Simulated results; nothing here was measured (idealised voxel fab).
This section sets out a process module, namely voxel ribs on slabs.
The cross-section shown here is cut; it is 250 nm wide and divided into square cells measuring 5 nm on a side.
In this document a cross-section is written as a grid of square cells. It is given as a series of bands, listed from the top down, and a band is one or more rows of cells. A band entry consists of two parts. The first gives the height of the band's top and the height of its bottom, in nm. The rest lists the band's materials from left to right, each with its width in nm. A single material labelled with the word "all across" fills the band from edge to edge, and the word "blank" marks empty space. Heights are reckoned from 0. Under this level, the received wafer is all of one material. The bottommost band is open-ended downward, for example "0 down". With a width like "30->40", each row of cells in the band differs from the next by the same amount, the top row carrying the first number and the bottom row the second. "changes: none" -> step changed no cross-section cell. Empty spaces without an open route to the top, at least 8 cells in extent, make up the entry "Trapped cavities"; each is given as width x height at distance, where the distance is measured from the left edge, and all are in nm. after a step's settings: what the simulator itself notes on the step. overlay nm, on a step with a mask: how far to the right of its planned place the mask lay; to the left if negative.
STEPS PLANNED FOR THE PROCESS
1 RECEIVE with material Si
2 DIRECTIONAL_DEP with material SiO2, thk nm 25
3 DIRECTIONAL_DEP with material polySi, thk nm 15
4 PATTERN with tone cover, mask id RIB, material resist, width nm 30, thk nm 20, overlay nm 0
5 DIRECTIONAL_ETCH with etch materials polySi, depth nm 10
6 STRIP with etch materials resist
7 MASKED_ETCH with tone cover, mask id SLAB, width nm 90, etch materials polySi, depth nm 5, overlay nm 0
8 FILL_DEP with material SiO2, thk nm 25
9 CMP with height nm 60
10 DIRECTIONAL_DEP with material TiN, thk nm 5
11 MASKED_ETCH with tone cover, mask id HEATER, width nm 40, etch materials TiN, depth nm 5, overlay nm 0
12 CONFORMAL_DEP with material SiO2, thk nm 10
CROSS-SECTION: WAFER ON ARRIVAL = AFTER STEP 1
0 down  Si all across
Trapped cavities: none
MODULE COMPLETE - CROSS-SECTION OF THE FIRST OF TWO WAFERS, RUN ACCORDING TO PLAN
75 to 70  95 nm blank, 60 nm SiO2, 95 nm blank
70 to 65  SiO2 all across
65 to 60  105 nm SiO2, 40 nm TiN, 105 nm SiO2
60 to 40  SiO2 all across
40 to 30  110 nm SiO2, 30 nm polySi, 110 nm SiO2
30 to 25  80 nm SiO2, 90 nm polySi, 80 nm SiO2
25 to 0  SiO2 all across
0 down  Si all across
Trapped cavities: none
SECOND WAFER THROUGH THE MODULE, SECTIONED AT THE END: SAME BEGINNING AND SAME PLAN AS THE FIRST WAFER, WITH ONE MISTAKE IN CARRYING IT OUT
75 to 70  95 nm blank, 60 nm SiO2, 95 nm blank
70 to 65  SiO2 all across
65 to 60  105 nm SiO2, 40 nm TiN, 105 nm SiO2
60 to 50  SiO2 all across
50 to 40  110 nm SiO2, 30 nm polySi, 110 nm SiO2
40 to 35  80 nm SiO2, 90 nm polySi, 80 nm SiO2
35 to 25  polySi all across
25 to 0  SiO2 all across
0 down  Si all across
Trapped cavities: none
Deviation from plan: step 3, actual vs plan mismatch, actual run DIRECTIONAL_DEP with material polySi, thk nm 25
Once processing is complete, comparing cell counts shows that the second wafer has more or fewer of certain materials than the first: SiO2: 100 fewer, polySi: 100 more
